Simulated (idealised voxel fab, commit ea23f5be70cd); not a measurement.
Process module in this document: voxel quadruple lines
Square cell edge 5 nm, section width 290 nm, ID cut.
This document writes a cross-section as a grid whose cells are square, and gives it as bands, listed from the top down; one or more rows of cells form a band.
Heights first: top, then bottom, in nm. Then materials, left to right, each with a width in nm. "all across" on a single material: fills the band edge to edge. "air": empty space.
Measure heights from 0. That's the level where, below it, the as-received wafer is all one material. The lowest band is bottomless and extends downward; write it as in "from 0 down".
Graded width ("30 to 40"): value in top row of band = first number; value in bottom row = second number; row-to-row change constant.
What does "changes: none" mean for a step? It means no cell of the cross-section changed in that step.
"Enclosed internal voids" - sealed voids, min. 8 cells, no opening to top; format: width x height at distance (distance from left edge; nm throughout).
Heads up: the bit after the settings on a step's line is the simulator's remark on that step.
overlay nm: on a step with a mask, how far right of its planned place the mask lay; negative means left.
## These are the steps we planned for the process
1) RECEIVE, material Si
2) CONFORMAL_DEP, material Al2O3, thk nm 10
3) DIRECTIONAL_DEP, material Ru, thk nm 15
4) DIRECTIONAL_DEP, material polySi, thk nm 20
5) DIRECTIONAL_DEP, material aC, thk nm 20
6) PATTERN, tone cover, mask id MANDREL, material resist, width nm 25, thk nm 30, overlay nm 0
7) DIRECTIONAL_ETCH, etch materials aC, depth nm 20
8) STRIP, etch materials resist
9) CONFORMAL_DEP, material SiO2, thk nm 15
10) DIRECTIONAL_ETCH, etch materials SiO2, depth nm 15
11) STRIP, etch materials aC
12) DIRECTIONAL_ETCH, etch materials polySi, depth nm 20
13) STRIP, etch materials SiO2
14) CONFORMAL_DEP, material SiN, thk nm 5
15) DIRECTIONAL_ETCH, etch materials SiN, depth nm 5
16) STRIP, etch materials polySi
17) DIRECTIONAL_ETCH, etch materials Ru, depth nm 15
18) STRIP, etch materials SiN
19) FILL_DEP, material lowk, thk nm 5
20) CMP, height nm 25
## Wafer cross-section on receipt, i.e. after step 1
	from 0 down: Si all across
	Enclosed internal voids: none
## First wafer of two, sectioned at end of module; run went per plan
	from 25 to 10: 110 nm lowk  5 nm Ru  15 nm lowk  5 nm Ru  15 nm lowk  5 nm Ru  15 nm lowk  5 nm Ru  115 nm lowk
	from 10 to 0: Al2O3 all across
	from 0 down: Si all across
	Enclosed internal voids: none
## The second wafer, shown in cross-section after the module: started the same way as the first and given the same plan, yet one mistake crept into how it was run
	from 25 to 10: 120 nm lowk  5 nm Ru  15 nm lowk  5 nm Ru  15 nm lowk  5 nm Ru  15 nm lowk  5 nm Ru  105 nm lowk
	from 10 to 0: Al2O3 all across
	from 0 down: Si all across
	Enclosed internal voids: none
The mistake made against the process plan was this: contrary to plan, step 6 was performed as PATTERN, tone cover, mask id MANDREL, material resist, width nm 25, thk nm 30, overlay nm 10
Final wafers compared: equal cell tally per material, rearranged layout.
